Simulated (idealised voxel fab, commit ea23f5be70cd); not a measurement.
process module | voxel lift off
Square cell edge 5 nm, section width 220 nm, ID cut.
Heads up, the way a cross-section reads in here is a grid of square cells, handed over as bands from the top down, with every band being one or more rows of cells. Within each band entry, the heights of the top and of the bottom of the band appear first, in that order and in nm; the materials of the band then follow from left to right, each with its corresponding width in nm. The designation "throughout" on a single material indicates that it fills the band from edge to edge; the designation "blank" indicates empty space. All heights in this document are referenced to 0, defined as the level beneath which the wafer, as received, consists entirely of one material. The lowest band is not bounded below; it extends indefinitely downward and is written in the form "0 down". Note: "30..40" means the width goes from the first number (top row of the band) to the second number (bottom row) in equal steps per row of cells. You'll sometimes find "nothing changed" written for a step, and that's the way of saying that nowhere in the cross-section did a cell change during that step. Empty spaces counting at least 8 cells and having no open way to the top are listed in "Fully enclosed voids". The notation width x height at distance is used for each, the distance being from the left edge and all three values in nm. Post-settings text on a step line: simulator's own remark regarding the step. overlay nm, on a step with a mask: how far to the right of its planned place the mask lay; to the left if negative.
Listed below are the process steps as planned
1: RECEIVE, material Si
2: CONFORMAL_DEP, material SiO2, thk nm 15
3: PATTERN, tone open, mask id LINES, material resist, width nm 15, pitch nm 40, thk nm 25, overlay nm 0
4: DIRECTIONAL_DEP, material Ru, thk nm 10
5: STRIP, etch materials resist
6: CONFORMAL_DEP, material SiCN, thk nm 10
This is the cross-section of the wafer as we received it, i.e. after step 1
0 down = Si throughout
Fully enclosed voids: none
Cross-section, first of two wafers, end of module, run as planned
35 to 25 = blank: 50, then SiCN: 35, then blank: 5, then SiCN: 35, then blank: 5, then SiCN: 35, then blank: 55
25 to 15 = SiCN: 60, then Ru: 15, then SiCN: 25, then Ru: 15, then SiCN: 25, then Ru: 15, then SiCN: 65
15 to 0 = SiO2 throughout
0 down = Si throughout
Fully enclosed voids: none
End of module, second wafer, cross-section. Started like the first, planned like the first, run with one mistake
35 to 25 = blank: 50, then SiCN: 120, then blank: 50
25 to 15 = SiCN: 60, then Ru: 20, then SiCN: 20, then Ru: 20, then SiCN: 20, then Ru: 20, then SiCN: 60
15 to 0 = SiO2 throughout
0 down = Si throughout
Fully enclosed voids: none
Run error: rather than as planned, step 3 actually ran as PATTERN, tone open, mask id LINES, material resist, width nm 20, pitch nm 40, thk nm 25, overlay nm 0
The final cell counts differ between the wafers, with the second having more or fewer of some materials than the first: Ru +6
